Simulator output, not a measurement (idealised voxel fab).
Process module under the name voxel released beams
FYI the section here is cut, 160 nm wide, cells are 5 nm squares.
Bands, listed from the top down, are how a cross-section gets written in this document; the cross-section itself is a grid of square cells, and a band is one or more rows of them. The entry gives the band's vertical extent as a top height and a bottom height in nm, then its horizontal make-up as materials from left to right, each with a width in nm. "blank" stands for empty space; a single material marked "full width" fills the band edge to edge. Heights are measured from 0, the level below which the as-received wafer is all one material; the lowest band has no bottom and continues downward, written as in "0 nm and below". A width given as "30->40" starts at the first number in the band's top row and ends at the second number in its bottom row, shifting by an equal amount at every step from row to row. "remained the same" -> step changed no cross-section cell. Closed cavities: empty space of 8 cells or more with no open way to the top, each as width x height at its distance from the left edge, in nm. On each step's line, the part that comes after the settings is the simulator's own comment on the step. "overlay nm" denotes, for a step that has a mask, the displacement of the mask to the right of its planned place, with negative values corresponding to the left.

### Process steps foreseen in the plan
| 1 | RECEIVE,material Si |
| 2 | CONFORMAL_DEP,material Al2O3,thk nm 5 |
| 3 | DIRECTIONAL_DEP,material SiO2,thk nm 10 |
| 4 | DIRECTIONAL_DEP,material aC,thk nm 15 |
| 5 | PATTERN,tone open,mask id ANCHOR,material resist,width nm 25,thk nm 30,overlay nm 0 |
| 6 | DIRECTIONAL_ETCH,etch materials aC,depth nm 15 |
| 7 | STRIP,etch materials resist |
| 8 | DIRECTIONAL_ETCH,etch materials SiO2,depth nm 10 |
| 9 | STRIP,etch materials aC |
| 10 | CONFORMAL_DEP,material polySi,thk nm 10 |
| 11 | DIRECTIONAL_DEP,material aC,thk nm 10 |
| 12 | PATTERN,tone cover,mask id BEAM,material resist,width nm 85,thk nm 25,overlay nm 0 |
| 13 | DIRECTIONAL_ETCH,etch materials aC,depth nm 10 |
| 14 | STRIP,etch materials resist |
| 15 | DIRECTIONAL_ETCH,etch materials polySi,depth nm 10 |
| 16 | STRIP,etch materials aC |
| 17 | STRIP,etch materials SiO2 |

### Received-state cross-section, reflecting completion of step 1
> 0 nm and below  Si full width
> Closed cavities: none

### Cross-section: first of two wafers, module finished, run according to plan
> 25 nm to 15 nm  blank (35) | polySi (15) | blank (5) | polySi (65) | blank (40)
> 15 nm to 5 nm  blank (40) | polySi (25) | blank (95)
> 5 nm to 0 nm  Al2O3 full width
> 0 nm and below  Si full width
> Closed cavities: none

### Cross-sectional view of the second of two wafers upon completion of the module. This wafer shared its starting condition and process plan with the first; one error was made during its execution
> 20 nm to 10 nm  blank (35) | polySi (15) | blank (5) | polySi (65) | blank (40)
> 10 nm to 0 nm  blank (40) | polySi (25) | blank (95)
> 0 nm and below  Si full width
> Closed cavities: none
Diagnosis: not run: step 2 of the plan (skipped)
It is noted that, at the conclusion of processing, the second wafer exhibits a higher or lower cell count for certain materials relative to the first: 32 fewer of Al2O3
